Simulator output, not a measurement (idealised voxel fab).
process module | voxel tone inversion
cross-section cut | 255 nm wide | cells 5 nm
A cross-section is a grid of square cells, given in bands from the top down. A band is one or more rows of cells.
Each band's line starts with the height of the band's top and of its bottom, in nm. Then come its materials from left to right, each with its width in nm. One material with "throughout" fills the band from edge to edge. "air" is empty space.
Height 0 is the level under which the wafer as received is all one material. The lowest band goes on downwards, as in "0 down".
A width such as "30 to 40" changes by the same amount from each row of cells to the next, from the band's top row to its bottom row.
"no change" after a step means that no cell of the cross-section changed.
closed voids: empty space of 8 cells or more with no open way to the top, each as width x height at its distance from the left edge, in nm
after a step's settings: what the simulator itself notes on the step
overlay nm, on a step with a mask: how far to the right of its planned place the mask lay; to the left if negative
plan
1 op RECEIVE | material Si
2 op CONFORMAL_DEP | material SiN | thk nm 5
3 op DIRECTIONAL_DEP | material aC | thk nm 20
4 op PATTERN | tone cover | mask id POSTS | material resist | width nm 25 | pitch nm 55 | thk nm 25 | overlay nm 0
5 op DIRECTIONAL_ETCH | etch materials aC | depth nm 20
6 op STRIP | etch materials resist
7 op FILL_DEP | material SiO2 | thk nm 10
8 op CMP | height nm 25
9 op STRIP | etch materials aC
10 op CONFORMAL_DEP | material TiN | thk nm 5
11 op FILL_DEP | material Cu | thk nm 10
12 op CMP | height nm 25
13 op CONFORMAL_DEP | material SiN | thk nm 5
as received, after step 1
  0 down: Si throughout
  closed voids: none
first wafer at the end, as planned
  30 to 25: SiN throughout
  25 to 10: SiO2 30 | TiN 5 | Cu 15 | TiN 5 | SiO2 30 | TiN 5 | Cu 15 | TiN 5 | SiO2 30 | TiN 5 | Cu 15 | TiN 5 | SiO2 30 | TiN 5 | Cu 15 | TiN 5 | SiO2 35
  10 to 5: SiO2 30 | TiN 25 | SiO2 30 | TiN 25 | SiO2 30 | TiN 25 | SiO2 30 | TiN 25 | SiO2 35
  5 to 0: SiN throughout
  0 down: Si throughout
  closed voids: none
second wafer at the end: like start, like plan, one mistake
  30 to 25: SiN throughout
  25 to 10: SiO2 35 | TiN 5 | Cu 5 | TiN 5 | SiO2 40 | TiN 5 | Cu 5 | TiN 5 | SiO2 40 | TiN 5 | Cu 5 | TiN 5 | SiO2 40 | TiN 5 | Cu 5 | TiN 5 | SiO2 40
  10 to 5: SiO2 35 | TiN 15 | SiO2 40 | TiN 15 | SiO2 40 | TiN 15 | SiO2 40 | TiN 15 | SiO2 40
  5 to 0: SiN throughout
  0 down: Si throughout
  closed voids: none
what went wrong: step 4 ran as: op PATTERN | tone cover | mask id POSTS | material resist | width nm 15 | pitch nm 55 | thk nm 25 | overlay nm 0
at the end the second wafer has, in cells: 24 fewer of Cu | 32 more of SiO2 | 8 fewer of TiN
